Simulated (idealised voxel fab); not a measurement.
The name of this process module is voxel lift off.
Cross-section cut: width 300 nm, square cells of 5 nm.
The cross-sections in this document take the form of a grid made of square cells. They are written out as bands, in order from top to bottom. Each band consists of one or more rows of cells.
What a band's entry tells you: where the top is and where the bottom is, as heights in nm, and after that what lies inside, material by material from left to right, each with its width in nm. Empty space is written as the word "blank", and a single material marked with the word "full width" occupies the band from edge to edge.
Zero point of the height axis is 0; under it, received wafer = one material. Lowest band: continues down indefinitely, "z 0 and below".
You'd read "30->40" like this: the band's top row of cells is as wide as the first number, its bottom row is as wide as the second, and going down, every row changes width by the same amount as the row before did.
You'll sometimes find "stayed the same" written for a step, and that's the way of saying that nowhere in the cross-section did a cell change during that step.
For the entry "Voids, enclosed", the listed items are empty spaces with no open way to the top whose size is 8 cells or more; each item follows the pattern width x height at distance, where distance is from the left edge and all three are in nm.
after a step's settings: what the simulator itself notes on the step
overlay nm: how far to the right of its planned place the mask lay on this masked step (negative: to the left).
The remainder of this document consists of a sequence of paired cross-sections. Each pair presents the cross-section prior to one process step together with the cross-section following it, the latter being rendered only as deep as the lowest band that underwent change. The intervening step, together with its settings, is stated beneath each pair. Because the pairs may originate from different runs of this module on the same starting wafer, a given pair is to be read as continuing from the preceding pair only where its entry headed "Pre-step view" so indicates.

-- Pre-step view
  z 0 and below | Si full width
  Voids, enclosed: none

-- Cross-Section After Step
  z 10 to 0 | SiN full width
  Rest of section, below 0: as before.
  Voids, enclosed: none
The process step bridging the two cross-sections above: CONFORMAL_DEP, material SiN, thk nm 10

Pre-step view: identical to the post-step cross-section of the immediately preceding pair.

-- Cross-Section After Step
  z 25 to 10 | 70 of resist; 25 of blank; 20 of resist; 25 of blank; 20 of resist; 25 of blank; 20 of resist; 25 of blank; 70 of resist
  Rest of section, below 10: as before.
  Voids, enclosed: none
The process step bridging the two cross-sections above: PATTERN, tone open, mask id LINES, material resist, width nm 25, pitch nm 45, thk nm 15, overlay nm 0

Pre-step view: identical to the post-step cross-section of the immediately preceding pair.

-- Cross-Section After Step
  z 30 to 25 | 70 of Ru; 25 of blank; 20 of Ru; 25 of blank; 20 of Ru; 25 of blank; 20 of Ru; 25 of blank; 70 of Ru
  z 25 to 15 | 70 of resist; 25 of blank; 20 of resist; 25 of blank; 20 of resist; 25 of blank; 20 of resist; 25 of blank; 70 of resist
  z 15 to 10 | 70 of resist; 25 of Ru; 20 of resist; 25 of Ru; 20 of resist; 25 of Ru; 20 of resist; 25 of Ru; 70 of resist
  Rest of section, below 10: as before.
  Voids, enclosed: none
The process step bridging the two cross-sections above: DIRECTIONAL_DEP, material Ru, thk nm 5

Pre-step view: identical to the post-step cross-section of the immediately preceding pair.

-- Cross-Section After Step
  z 15 to 10 | 70 of blank; 25 of Ru; 20 of blank; 25 of Ru; 20 of blank; 25 of Ru; 20 of blank; 25 of Ru; 70 of blank
  Rest of section, below 10: as before.
  Voids, enclosed: none
The process step bridging the two cross-sections above: STRIP, etch materials resist

Pre-step view: identical to the post-step cross-section of the immediately preceding pair.

-- Cross-Section After Step
  z 20 to 15 | 65 of blank; 35 of SiCN; 10 of blank; 35 of SiCN; 10 of blank; 35 of SiCN; 10 of blank; 35 of SiCN; 65 of blank
  z 15 to 10 | 70 of SiCN; 25 of Ru; 20 of SiCN; 25 of Ru; 20 of SiCN; 25 of Ru; 20 of SiCN; 25 of Ru; 70 of SiCN
  Rest of section, below 10: as before.
  Voids, enclosed: none
The process step bridging the two cross-sections above: CONFORMAL_DEP, material SiCN, thk nm 5

-- Pre-step view
  z 0 and below | Si full width
  Voids, enclosed: none

-- Cross-Section After Step
  z 15 to 0 | 70 of resist; 25 of blank; 20 of resist; 25 of blank; 20 of resist; 25 of blank; 20 of resist; 25 of blank; 70 of resist
  Rest of section, below 0: as before.
  Voids, enclosed: none
The process step bridging the two cross-sections above: PATTERN, tone open, mask id LINES, material resist, width nm 25, pitch nm 45, thk nm 15, overlay nm 0

Pre-step view: identical to the post-step cross-section of the immediately preceding pair.

-- Cross-Section After Step
  z 20 to 15 | 70 of Ru; 25 of blank; 20 of Ru; 25 of blank; 20 of Ru; 25 of blank; 20 of Ru; 25 of blank; 70 of Ru
  z 15 to 5 | 70 of resist; 25 of blank; 20 of resist; 25 of blank; 20 of resist; 25 of blank; 20 of resist; 25 of blank; 70 of resist
  z 5 to 0 | 70 of resist; 25 of Ru; 20 of resist; 25 of Ru; 20 of resist; 25 of Ru; 20 of resist; 25 of Ru; 70 of resist
  Rest of section, below 0: as before.
  Voids, enclosed: none
The process step bridging the two cross-sections above: DIRECTIONAL_DEP, material Ru, thk nm 5

Pre-step view: identical to the post-step cross-section of the immediately preceding pair.

-- Cross-Section After Step
  z 5 to 0 | 70 of blank; 25 of Ru; 20 of blank; 25 of Ru; 20 of blank; 25 of Ru; 20 of blank; 25 of Ru; 70 of blank
  Rest of section, below 0: as before.
  Voids, enclosed: none
The process step bridging the two cross-sections above: STRIP, etch materials resist

Pre-step view: identical to the post-step cross-section of the immediately preceding pair.

-- Cross-Section After Step
  z 10 to 5 | 65 of blank; 35 of SiCN; 10 of blank; 35 of SiCN; 10 of blank; 35 of SiCN; 10 of blank; 35 of SiCN; 65 of blank
  z 5 to 0 | 70 of SiCN; 25 of Ru; 20 of SiCN; 25 of Ru; 20 of SiCN; 25 of Ru; 20 of SiCN; 25 of Ru; 70 of SiCN
  Rest of section, below 0: as before.
  Voids, enclosed: none
The process step bridging the two cross-sections above: CONFORMAL_DEP, material SiCN, thk nm 5

-- Pre-step view
  z 0 and below | Si full width
  Voids, enclosed: none

-- Cross-Section After Step
  z 5 to 0 | SiN full width
  Rest of section, below 0: as before.
  Voids, enclosed: none
The process step bridging the two cross-sections above: CONFORMAL_DEP, material SiN, thk nm 5

Pre-step view: identical to the post-step cross-section of the immediately preceding pair.

-- Cross-Section After Step
  z 20 to 5 | 70 of resist; 25 of blank; 20 of resist; 25 of blank; 20 of resist; 25 of blank; 20 of resist; 25 of blank; 70 of resist
  Rest of section, below 5: as before.
  Voids, enclosed: none
The process step bridging the two cross-sections above: PATTERN, tone open, mask id LINES, material resist, width nm 25, pitch nm 45, thk nm 15, overlay nm 0

Pre-step view: identical to the post-step cross-section of the immediately preceding pair.

-- Cross-Section After Step
  z 25 to 20 | 70 of Ru; 25 of blank; 20 of Ru; 25 of blank; 20 of Ru; 25 of blank; 20 of Ru; 25 of blank; 70 of Ru
  z 20 to 10 | 70 of resist; 25 of blank; 20 of resist; 25 of blank; 20 of resist; 25 of blank; 20 of resist; 25 of blank; 70 of resist
  z 10 to 5 | 70 of resist; 25 of Ru; 20 of resist; 25 of Ru; 20 of resist; 25 of Ru; 20 of resist; 25 of Ru; 70 of resist
  Rest of section, below 5: as before.
  Voids, enclosed: none
The process step bridging the two cross-sections above: DIRECTIONAL_DEP, material Ru, thk nm 5

Pre-step view: identical to the post-step cross-section of the immediately preceding pair.

-- Cross-Section After Step
  z 10 to 5 | 70 of blank; 25 of Ru; 20 of blank; 25 of Ru; 20 of blank; 25 of Ru; 20 of blank; 25 of Ru; 70 of blank
  Rest of section, below 5: as before.
  Voids, enclosed: none
The process step bridging the two cross-sections above: STRIP, etch materials resist

Pre-step view: identical to the post-step cross-section of the immediately preceding pair.

-- Cross-Section After Step
  z 15 to 10 | 65 of blank; 35 of SiCN; 10 of blank; 35 of SiCN; 10 of blank; 35 of SiCN; 10 of blank; 35 of SiCN; 65 of blank
  z 10 to 5 | 70 of SiCN; 25 of Ru; 20 of SiCN; 25 of Ru; 20 of SiCN; 25 of Ru; 20 of SiCN; 25 of Ru; 70 of SiCN
  Rest of section, below 5: as before.
  Voids, enclosed: none
The process step bridging the two cross-sections above: CONFORMAL_DEP, material SiCN, thk nm 5

-- Pre-step view
  z 10 to 0 | SiN full width
  z 0 and below | Si full width
  Voids, enclosed: none

-- Cross-Section After Step
  z 25 to 10 | 75 of resist; 20 of blank; 25 of resist; 20 of blank; 25 of resist; 20 of blank; 25 of resist; 20 of blank; 70 of resist
  Rest of section, below 10: as before.
  Voids, enclosed: none
The process step bridging the two cross-sections above: PATTERN, tone open, mask id LINES, material resist, width nm 20, pitch nm 45, thk nm 15, overlay nm 0

Pre-step view: identical to the post-step cross-section of the immediately preceding pair.

-- Cross-Section After Step
  z 30 to 25 | 75 of Ru; 20 of blank; 25 of Ru; 20 of blank; 25 of Ru; 20 of blank; 25 of Ru; 20 of blank; 70 of Ru
  z 25 to 15 | 75 of resist; 20 of blank; 25 of resist; 20 of blank; 25 of resist; 20 of blank; 25 of resist; 20 of blank; 70 of resist
  z 15 to 10 | 75 of resist; 20 of Ru; 25 of resist; 20 of Ru; 25 of resist; 20 of Ru; 25 of resist; 20 of Ru; 70 of resist
  Rest of section, below 10: as before.
  Voids, enclosed: none
The process step bridging the two cross-sections above: DIRECTIONAL_DEP, material Ru, thk nm 5

Pre-step view: identical to the post-step cross-section of the immediately preceding pair.

-- Cross-Section After Step
  z 15 to 10 | 75 of blank; 20 of Ru; 25 of blank; 20 of Ru; 25 of blank; 20 of Ru; 25 of blank; 20 of Ru; 70 of blank
  Rest of section, below 10: as before.
  Voids, enclosed: none
The process step bridging the two cross-sections above: STRIP, etch materials resist

Pre-step view: identical to the post-step cross-section of the immediately preceding pair.

-- Cross-Section After Step
  z 20 to 15 | 70 of blank; 30 of SiCN; 15 of blank; 30 of SiCN; 15 of blank; 30 of SiCN; 15 of blank; 30 of SiCN; 65 of blank
  z 15 to 10 | 75 of SiCN; 20 of Ru; 25 of SiCN; 20 of Ru; 25 of SiCN; 20 of Ru; 25 of SiCN; 20 of Ru; 70 of SiCN
  Rest of section, below 10: as before.
  Voids, enclosed: none
The process step bridging the two cross-sections above: CONFORMAL_DEP, material SiCN, thk nm 5

-- Pre-step view
  z 10 to 0 | SiN full width
  z 0 and below | Si full width
  Voids, enclosed: none

-- Cross-Section After Step
  z 25 to 10 | 80 of resist; 25 of blank; 20 of resist; 25 of blank; 20 of resist; 25 of blank; 20 of resist; 25 of blank; 60 of resist
  Rest of section, below 10: as before.
  Voids, enclosed: none
The process step bridging the two cross-sections above: PATTERN, tone open, mask id LINES, material resist, width nm 25, pitch nm 45, thk nm 15, overlay nm 10

Pre-step view: identical to the post-step cross-section of the immediately preceding pair.

-- Cross-Section After Step
  z 30 to 25 | 80 of Ru; 25 of blank; 20 of Ru; 25 of blank; 20 of Ru; 25 of blank; 20 of Ru; 25 of blank; 60 of Ru
  z 25 to 15 | 80 of resist; 25 of blank; 20 of resist; 25 of blank; 20 of resist; 25 of blank; 20 of resist; 25 of blank; 60 of resist
  z 15 to 10 | 80 of resist; 25 of Ru; 20 of resist; 25 of Ru; 20 of resist; 25 of Ru; 20 of resist; 25 of Ru; 60 of resist
  Rest of section, below 10: as before.
  Voids, enclosed: none
The process step bridging the two cross-sections above: DIRECTIONAL_DEP, material Ru, thk nm 5

Pre-step view: identical to the post-step cross-section of the immediately preceding pair.

-- Cross-Section After Step
  z 15 to 10 | 80 of blank; 25 of Ru; 20 of blank; 25 of Ru; 20 of blank; 25 of Ru; 20 of blank; 25 of Ru; 60 of blank
  Rest of section, below 10: as before.
  Voids, enclosed: none
The process step bridging the two cross-sections above: STRIP, etch materials resist

Pre-step view: identical to the post-step cross-section of the immediately preceding pair.

-- Cross-Section After Step
  z 20 to 15 | 75 of blank; 35 of SiCN; 10 of blank; 35 of SiCN; 10 of blank; 35 of SiCN; 10 of blank; 35 of SiCN; 55 of blank
  z 15 to 10 | 80 of SiCN; 25 of Ru; 20 of SiCN; 25 of Ru; 20 of SiCN; 25 of Ru; 20 of SiCN; 25 of Ru; 60 of SiCN
  Rest of section, below 10: as before.
  Voids, enclosed: none
The process step bridging the two cross-sections above: CONFORMAL_DEP, material SiCN, thk nm 5

-- Pre-step view
  z 0 and below | Si full width
  Voids, enclosed: none

-- Cross-Section After Step
  z 10 to 0 | Ru full width
  Rest of section, below 0: as before.
  Voids, enclosed: none
The process step bridging the two cross-sections above: CONFORMAL_DEP, material Ru, thk nm 10

Pre-step view: identical to the post-step cross-section of the immediately preceding pair.

-- Cross-Section After Step
  z 25 to 10 | 70 of resist; 25 of blank; 20 of resist; 25 of blank; 20 of resist; 25 of blank; 20 of resist; 25 of blank; 70 of resist
  Rest of section, below 10: as before.
  Voids, enclosed: none
The process step bridging the two cross-sections above: PATTERN, tone open, mask id LINES, material resist, width nm 25, pitch nm 45, thk nm 15, overlay nm 0

Pre-step view: identical to the post-step cross-section of the immediately preceding pair.

-- Cross-Section After Step
  z 30 to 25 | 70 of Ru; 25 of blank; 20 of Ru; 25 of blank; 20 of Ru; 25 of blank; 20 of Ru; 25 of blank; 70 of Ru
  z 25 to 15 | 70 of resist; 25 of blank; 20 of resist; 25 of blank; 20 of resist; 25 of blank; 20 of resist; 25 of blank; 70 of resist
  z 15 to 10 | 70 of resist; 25 of Ru; 20 of resist; 25 of Ru; 20 of resist; 25 of Ru; 20 of resist; 25 of Ru; 70 of resist
  Rest of section, below 10: as before.
  Voids, enclosed: none
The process step bridging the two cross-sections above: DIRECTIONAL_DEP, material Ru, thk nm 5

Pre-step view: identical to the post-step cross-section of the immediately preceding pair.

-- Cross-Section After Step
  z 15 to 10 | 70 of blank; 25 of Ru; 20 of blank; 25 of Ru; 20 of blank; 25 of Ru; 20 of blank; 25 of Ru; 70 of blank
  Rest of section, below 10: as before.
  Voids, enclosed: none
The process step bridging the two cross-sections above: STRIP, etch materials resist

Pre-step view: identical to the post-step cross-section of the immediately preceding pair.

-- Cross-Section After Step
  z 20 to 15 | 65 of blank; 35 of SiCN; 10 of blank; 35 of SiCN; 10 of blank; 35 of SiCN; 10 of blank; 35 of SiCN; 65 of blank
  z 15 to 10 | 70 of SiCN; 25 of Ru; 20 of SiCN; 25 of Ru; 20 of SiCN; 25 of Ru; 20 of SiCN; 25 of Ru; 70 of SiCN
  Rest of section, below 10: as before.
  Voids, enclosed: none
The process step bridging the two cross-sections above: CONFORMAL_DEP, material SiCN, thk nm 5

-- Pre-step view
  z 10 to 0 | SiN full width
  z 0 and below | Si full width
  Voids, enclosed: none

-- Cross-Section After Step
  z 25 to 10 | 70 of blank; 25 of resist; 20 of blank; 25 of resist; 20 of blank; 25 of resist; 20 of blank; 25 of resist; 70 of blank
  Rest of section, below 10: as before.
  Voids, enclosed: none
The process step bridging the two cross-sections above: PATTERN, tone cover, mask id LINES, material resist, width nm 25, pitch nm 45, thk nm 15, overlay nm 0

Pre-step view: identical to the post-step cross-section of the immediately preceding pair.

-- Cross-Section After Step
  z 30 to 25 | 70 of blank; 25 of Ru; 20 of blank; 25 of Ru; 20 of blank; 25 of Ru; 20 of blank; 25 of Ru; 70 of blank
  z 25 to 15 | 70 of blank; 25 of resist; 20 of blank; 25 of resist; 20 of blank; 25 of resist; 20 of blank; 25 of resist; 70 of blank
  z 15 to 10 | 70 of Ru; 25 of resist; 20 of Ru; 25 of resist; 20 of Ru; 25 of resist; 20 of Ru; 25 of resist; 70 of Ru
  Rest of section, below 10: as before.
  Voids, enclosed: none
The process step bridging the two cross-sections above: DIRECTIONAL_DEP, material Ru, thk nm 5

Pre-step view: identical to the post-step cross-section of the immediately preceding pair.

-- Cross-Section After Step
  z 15 to 10 | 70 of Ru; 25 of blank; 20 of Ru; 25 of blank; 20 of Ru; 25 of blank; 20 of Ru; 25 of blank; 70 of Ru
  Rest of section, below 10: as before.
  Voids, enclosed: none
The process step bridging the two cross-sections above: STRIP, etch materials resist

Pre-step view: identical to the post-step cross-section of the immediately preceding pair.

-- Cross-Section After Step
  z 20 to 15 | 75 of SiCN; 15 of blank; 30 of SiCN; 15 of blank; 30 of SiCN; 15 of blank; 30 of SiCN; 15 of blank; 75 of SiCN
  z 15 to 10 | 70 of Ru; 25 of SiCN; 20 of Ru; 25 of SiCN; 20 of Ru; 25 of SiCN; 20 of Ru; 25 of SiCN; 70 of Ru
  Rest of section, below 10: as before.
  Voids, enclosed: none
The process step bridging the two cross-sections above: CONFORMAL_DEP, material SiCN, thk nm 5
